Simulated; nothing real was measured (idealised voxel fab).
process module | voxel self aligned vias
cross-section cut | 240 nm wide | cells 5 nm
A cross-section is a grid of square cells, given in bands from the top down. A band is one or more rows of cells.
Each band's line starts with the height of the band's top and of its bottom, in nm. Then come its materials from left to right, each with its width in nm. One material with "throughout" fills the band from edge to edge. "air" is empty space.
Height 0 is the level under which the wafer as received is all one material. The lowest band goes on downwards, as in "0 down".
A width such as "30 to 40" changes by the same amount from each row of cells to the next, from the band's top row to its bottom row.
"no change" after a step means that no cell of the cross-section changed.
closed voids: empty space of 8 cells or more with no open way to the top, each as width x height at its distance from the left edge, in nm
after a step's settings: what the simulator itself notes on the step
overlay nm, on a step with a mask: how far to the right of its planned place the mask lay; to the left if negative
plan
1 op RECEIVE | material Si
2 op CONFORMAL_DEP | material SiO2 | thk nm 10
3 op CONFORMAL_DEP | material SiCN | thk nm 5
4 op DIRECTIONAL_DEP | material lowk | thk nm 25
5 op PATTERN | tone open | mask id LINES | material resist | width nm 25 | pitch nm 60 | thk nm 20 | overlay nm 0
6 op DIRECTIONAL_ETCH | etch materials lowk | depth nm 25
7 op STRIP | etch materials resist
8 op CONFORMAL_DEP | material TiN | thk nm 5
9 op FILL_DEP | material W | thk nm 5
10 op CMP | height nm 40
11 op SELECTIVE_ETCH | etch materials W Ru TiN | depth nm 10
12 op FILL_DEP | material SiN | thk nm 10
13 op CMP | height nm 40
14 op DIRECTIONAL_DEP | material lowk | thk nm 20
15 op DIRECTIONAL_DEP | material aC | thk nm 10
16 op PATTERN | tone open | mask id VIAS | material resist | width nm 45 | pitch nm 120 | thk nm 30 | overlay nm 0
17 op DIRECTIONAL_ETCH | etch materials aC | depth nm 10
18 op STRIP | etch materials resist
19 op DIRECTIONAL_ETCH | etch materials lowk | depth nm 20
20 op DIRECTIONAL_ETCH | etch materials SiN | depth nm 10
21 op STRIP | etch materials aC
22 op CONFORMAL_DEP | material TiN | thk nm 5
23 op FILL_DEP | material Cu | thk nm 5
24 op CMP | height nm 60
25 op CONFORMAL_DEP | material SiN | thk nm 5
as received, after step 1
  0 down: Si throughout
  closed voids: none
a wafer at the end: this start, this plan, one mistake
  65 to 60: SiN throughout
  60 to 45: lowk 40 | TiN 5 | Cu 30 | TiN 5 | lowk 80 | TiN 5 | Cu 30 | TiN 5 | lowk 40
  45 to 40: lowk 40 | TiN 10 | Cu 15 | TiN 15 | lowk 80 | TiN 10 | Cu 15 | TiN 15 | lowk 40
  40 to 35: lowk 45 | TiN 5 | Cu 15 | TiN 5 | lowk 35 | SiN 25 | lowk 35 | TiN 5 | Cu 15 | TiN 5 | lowk 50
  35 to 30: lowk 45 | TiN 25 | lowk 35 | SiN 25 | lowk 35 | TiN 25 | lowk 50
  30 to 20: lowk 45 | TiN 5 | W 15 | TiN 5 | lowk 35 | TiN 5 | W 15 | TiN 5 | lowk 35 | TiN 5 | W 15 | TiN 5 | lowk 50
  20 to 15: lowk 45 | TiN 25 | lowk 35 | TiN 25 | lowk 35 | TiN 25 | lowk 50
  15 to 10: SiCN throughout
  10 to 0: SiO2 throughout
  0 down: Si throughout
  closed voids: none
what went wrong: step 16 ran as: op PATTERN | tone open | mask id VIAS | material resist | width nm 40 | pitch nm 120 | thk nm 30 | overlay nm 0
